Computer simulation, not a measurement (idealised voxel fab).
voxel released beams: a process module
Square cells of 5 nm make up the cross-section cut, whose width is 245 nm.
In what follows, cross-sections appear as grids of square cells, described through bands that run from the top down, where every band is one or more rows of cells.
First you get the band's top height and its bottom height, in nm, and then the materials it's made of, left to right, with each width in nm. If you see a single material with "edge to edge", that one covers the band edge to edge. "blank" is empty space.
Convention: height 0 is the level below which the wafer, as received, is all one material. The lowest band does not terminate at the bottom but continues downward, represented as "0 and below".
The notation "30 to 40" denotes a width that varies across the rows of cells in the band, beginning at the first number in the top row, finishing at the second number in the bottom row, and changing by an identical amount from each row to the next.
You'll sometimes find "no change" written for a step, and that's the way of saying that nowhere in the cross-section did a cell change during that step.
Empty spaces counting at least 8 cells and having no open way to the top are listed in "Fully closed voids". The notation width x height at distance is used for each, the distance being from the left edge and all three values in nm.
On each step's line, the part that comes after the settings is the simulator's own comment on the step.
overlay nm: where the mask lay relative to plan, measured to the right, on steps with a mask; negatives go left.

List of planned process steps:
1 RECEIVE,material Si
2 CONFORMAL_DEP,material Al2O3,thk nm 5
3 DIRECTIONAL_DEP,material SiO2,thk nm 15
4 MASKED_ETCH,tone open,mask id ANCHOR,width nm 25,etch materials SiO2,depth nm 15,overlay nm 0
5 CONFORMAL_DEP,material polySi,thk nm 10
6 MASKED_ETCH,tone cover,mask id BEAM,width nm 70,etch materials polySi,depth nm 10,overlay nm 0
7 STRIP,etch materials SiO2
Split variable: thk nm, step 2. Plan value = first wafer. Wafers start alike.

This is how the first of several wafers looked in cross-section when it arrived, which is after step 1:
> 0 and below = Si edge to edge
> Fully closed voids: none

The cross-section of the first of several wafers is given below for the end of the module, after its final step, step 7:
> 30 down to 20 = blank (85) | polySi (15) | blank (5) | polySi (50) | blank (90)
> 20 down to 15 = blank (90) | polySi (10) | blank (5) | polySi (10) | blank (130)
> 15 down to 5 = blank (90) | polySi (25) | blank (130)
> 5 down to 0 = Al2O3 edge to edge
> 0 and below = Si edge to edge
> Fully closed voids: none

Module end, final wafer: cross-section:
> 45 down to 35 = blank (85) | polySi (15) | blank (5) | polySi (50) | blank (90)
> 35 down to 30 = blank (90) | polySi (10) | blank (5) | polySi (10) | blank (130)
> 30 down to 20 = blank (90) | polySi (25) | blank (130)
> 20 down to 0 = Al2O3 edge to edge
> 0 and below = Si edge to edge
> Fully closed voids: none

Every row in this table is a wafer at the end of the module, and it gives, for each of the materials, the cells that wafer has gained (+) or lost (-) since it was received, then its closed voids:
thk nm 5, +49 Al2O3, +40 polySi, Fully closed voids: none
thk nm 10, +98 Al2O3, +40 polySi, Fully closed voids: none
thk nm 15, +147 Al2O3, +40 polySi, Fully closed voids: none
thk nm 20, +196 Al2O3, +40 polySi, Fully closed voids: none
